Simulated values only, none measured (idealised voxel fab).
Process module in this document: voxel transistor to metal
We display cut, a cross-section 210 nm in width whose square cells are each 5 nm.
The cross-sections in this document take the form of a grid made of square cells. They are written out as bands, in order from top to bottom. Each band consists of one or more rows of cells.
It is stipulated that each band's entry specify, in nanometres, the height of the top of the band and then that of its bottom, followed by the materials of the band in left-to-right sequence, each together with its width in nanometres. A single material marked by the word "edge to edge" is understood to fill the band from edge to edge; the word "air" is understood to denote empty space.
Heights are expressed relative to 0, this being the level below which the as-received wafer comprises one material exclusively. The lowest band is unbounded in the downward direction and is denoted as in "0 -> down".
It should be noted that a width expressed as "30 to 40" varies in equal increments from row to row of cells within the band, taking the value of the first number at the top row and that of the second number at the bottom row.
Step marked "identical to before"? Then no cell in the cross-section changed in it.
Listed in "Enclosed cavities": every empty space of 8 or more cells without an open way to the top. Form: width x height at distance, the distance being from the left edge, all in nm.
Note: text after step settings on the step line = simulator remark on that step.
For masked steps, "overlay nm" on the step line gives how far right of plan the mask actually lay; a minus sign means it lay to the left.

-- Listed below are the process steps as planned
1: RECEIVE,material Si
2: CONFORMAL_DEP,material SiO2,thk nm 5
3: CONFORMAL_DEP,material SiN,thk nm 10
4: DIRECTIONAL_DEP,material aC,thk nm 10
5: PATTERN,tone cover,mask id ACTIVE,material resist,width nm 105,thk nm 25,overlay nm -15
6: DIRECTIONAL_ETCH,etch materials aC,depth nm 10
7: STRIP,etch materials resist
8: DIRECTIONAL_ETCH,etch materials SiN,depth nm 10
9: DIRECTIONAL_ETCH,etch materials SiO2,depth nm 5
10: DIRECTIONAL_ETCH,etch materials Si,depth nm 30
11: STRIP,etch materials aC
12: FILL_DEP,material SiO2,thk nm 15
13: CMP,height nm 15
14: SELECTIVE_ETCH,etch materials SiO2,depth nm 5
15: STRIP,etch materials SiN
16: SELECTIVE_ETCH,etch materials SiO2,depth nm 5
17: OXIDIZE,depth nm 5
18: DIRECTIONAL_DEP,material polySi,thk nm 20
19: DIRECTIONAL_DEP,material SiCN,thk nm 10
20: DIRECTIONAL_DEP,material aC,thk nm 10
21: PATTERN,tone cover,mask id GATE,material resist,width nm 15,thk nm 30,overlay nm 0
22: DIRECTIONAL_ETCH,etch materials aC,depth nm 10
23: STRIP,etch materials resist
24: DIRECTIONAL_ETCH,etch materials SiCN,depth nm 20
25: DIRECTIONAL_ETCH,etch materials polySi,depth nm 30
26: STRIP,etch materials aC
27: CONFORMAL_DEP,material SiN,thk nm 5
28: DIRECTIONAL_ETCH,etch materials SiN,depth nm 5
29: DIRECTIONAL_ETCH,etch materials SiO2,depth nm 5
30: EPI,material pSi,thk nm 5
31: FILL_DEP,material SiO2,thk nm 10
32: CMP,height nm 30
33: DIRECTIONAL_DEP,material SiO2,thk nm 15
34: PATTERN,tone open,mask id CONTACT,material resist,width nm 30,pitch nm 55,thk nm 20,overlay nm 0
35: DIRECTIONAL_ETCH,etch materials SiO2,depth nm 45
36: STRIP,etch materials resist
37: CONFORMAL_DEP,material TiN,thk nm 5
38: FILL_DEP,material W,thk nm 5
39: CMP,height nm 45
40: DIRECTIONAL_DEP,material TiN,thk nm 5
41: DIRECTIONAL_DEP,material W,thk nm 25
42: DIRECTIONAL_DEP,material aC,thk nm 15
43: PATTERN,tone cover,mask id METAL_1,material resist,width nm 15,pitch nm 70,thk nm 35,overlay nm 0
44: DIRECTIONAL_ETCH,etch materials aC,depth nm 15
45: STRIP,etch materials resist
46: DIRECTIONAL_ETCH,etch materials W,depth nm 25
47: DIRECTIONAL_ETCH,etch materials TiN,depth nm 5
48: STRIP,etch materials aC
49: FILL_DEP,material SiO2,thk nm 10
50: CMP,height nm 75
51: CONFORMAL_DEP,material SiN,thk nm 5
varied across the wafers: overlay nm of step 5. The plan shows the first wafer's value. All wafers start alike

-- Incoming state of the first of several wafers in cross-section: after step 1
    0 -> down: Si edge to edge
    Enclosed cavities: none

-- Module finished, last step 51 done: cross-section of the first of several wafers
    80 -> 75: SiN edge to edge
    75 -> 50: 60 of SiO2; 15 of W; 55 of SiO2; 15 of W; 65 of SiO2
    50 -> 45: 60 of SiO2; 15 of TiN; 55 of SiO2; 15 of TiN; 65 of SiO2
    45 -> 30: 60 of SiO2; 5 of TiN; 20 of W; 5 of TiN; 25 of SiO2; 5 of TiN; 20 of W; 5 of TiN; 65 of SiO2
    30 -> 20: 60 of SiO2; 5 of TiN; 20 of W; 5 of TiN; 5 of SiN; 15 of SiCN; 5 of SiN; 5 of TiN; 20 of W; 5 of TiN; 65 of SiO2
    20 -> 10: 60 of SiO2; 5 of TiN; 20 of W; 5 of TiN; 5 of SiN; 15 of polySi; 5 of SiN; 5 of TiN; 20 of W; 5 of TiN; 65 of SiO2
    10 -> 5: 60 of SiO2; 5 of TiN; 20 of W; 5 of TiN; 5 of SiN; 15 of polySi; 5 of SiN; 5 of TiN; 15 of W; 10 of TiN; 65 of SiO2
    5 -> 0: 30 of SiO2; 5 of SiN; 25 of SiO2; 30 of TiN; 5 of SiN; 15 of polySi; 5 of SiN; 25 of TiN; 5 of SiN; 65 of SiO2
    0 -> -5: 35 of SiO2; 55 of pSi; 25 of SiO2; 25 of pSi; 70 of SiO2
    -5 -> -30: 35 of SiO2; 105 of Si; 70 of SiO2
    -30 -> down: Si edge to edge
    Enclosed cavities: none

-- X-section, last wafer, module end
    80 -> 75: SiN edge to edge
    75 -> 50: 60 of SiO2; 15 of W; 55 of SiO2; 15 of W; 65 of SiO2
    50 -> 45: 60 of SiO2; 15 of TiN; 55 of SiO2; 15 of TiN; 65 of SiO2
    45 -> 30: 60 of SiO2; 5 of TiN; 20 of W; 5 of TiN; 25 of SiO2; 5 of TiN; 20 of W; 5 of TiN; 65 of SiO2
    30 -> 20: 60 of SiO2; 5 of TiN; 20 of W; 5 of TiN; 5 of SiN; 15 of SiCN; 5 of SiN; 5 of TiN; 20 of W; 5 of TiN; 65 of SiO2
    20 -> 10: 60 of SiO2; 5 of TiN; 20 of W; 5 of TiN; 5 of SiN; 15 of polySi; 5 of SiN; 5 of TiN; 20 of W; 5 of TiN; 65 of SiO2
    10 -> 5: 60 of SiO2; 10 of TiN; 15 of W; 5 of TiN; 5 of SiN; 15 of polySi; 5 of SiN; 5 of TiN; 20 of W; 5 of TiN; 65 of SiO2
    5 -> 0: 60 of SiO2; 5 of SiN; 25 of TiN; 5 of SiN; 15 of polySi; 5 of SiN; 30 of TiN; 25 of SiO2; 5 of SiN; 35 of SiO2
    0 -> -5: 65 of SiO2; 25 of pSi; 25 of SiO2; 55 of pSi; 40 of SiO2
    -5 -> -30: 65 of SiO2; 105 of Si; 40 of SiO2
    -30 -> down: Si edge to edge
    Enclosed cavities: none

-- Basically each wafer gets a line in the table, showing it at the end of the module: material by material, the cells it gained (+) or lost (-) since we got it, then its closed voids
overlay nm -15; -147 Si; +6 SiCN; +56 SiN; +586 SiO2; +50 TiN; +93 W; +16 pSi; +12 polySi; Enclosed cavities: none
overlay nm -10; -147 Si; +6 SiCN; +56 SiN; +585 SiO2; +50 TiN; +94 W; +16 pSi; +12 polySi; Enclosed cavities: none
overlay nm -5; -147 Si; +6 SiCN; +56 SiN; +585 SiO2; +50 TiN; +94 W; +16 pSi; +12 polySi; Enclosed cavities: none
overlay nm 0; -147 Si; +6 SiCN; +56 SiN; +585 SiO2; +50 TiN; +94 W; +16 pSi; +12 polySi; Enclosed cavities: none
overlay nm 5; -147 Si; +6 SiCN; +56 SiN; +585 SiO2; +50 TiN; +94 W; +16 pSi; +12 polySi; Enclosed cavities: none
overlay nm 10; -147 Si; +6 SiCN; +56 SiN; +585 SiO2; +50 TiN; +94 W; +16 pSi; +12 polySi; Enclosed cavities: none
overlay nm 15; -147 Si; +6 SiCN; +56 SiN; +586 SiO2; +50 TiN; +93 W; +16 pSi; +12 polySi; Enclosed cavities: none
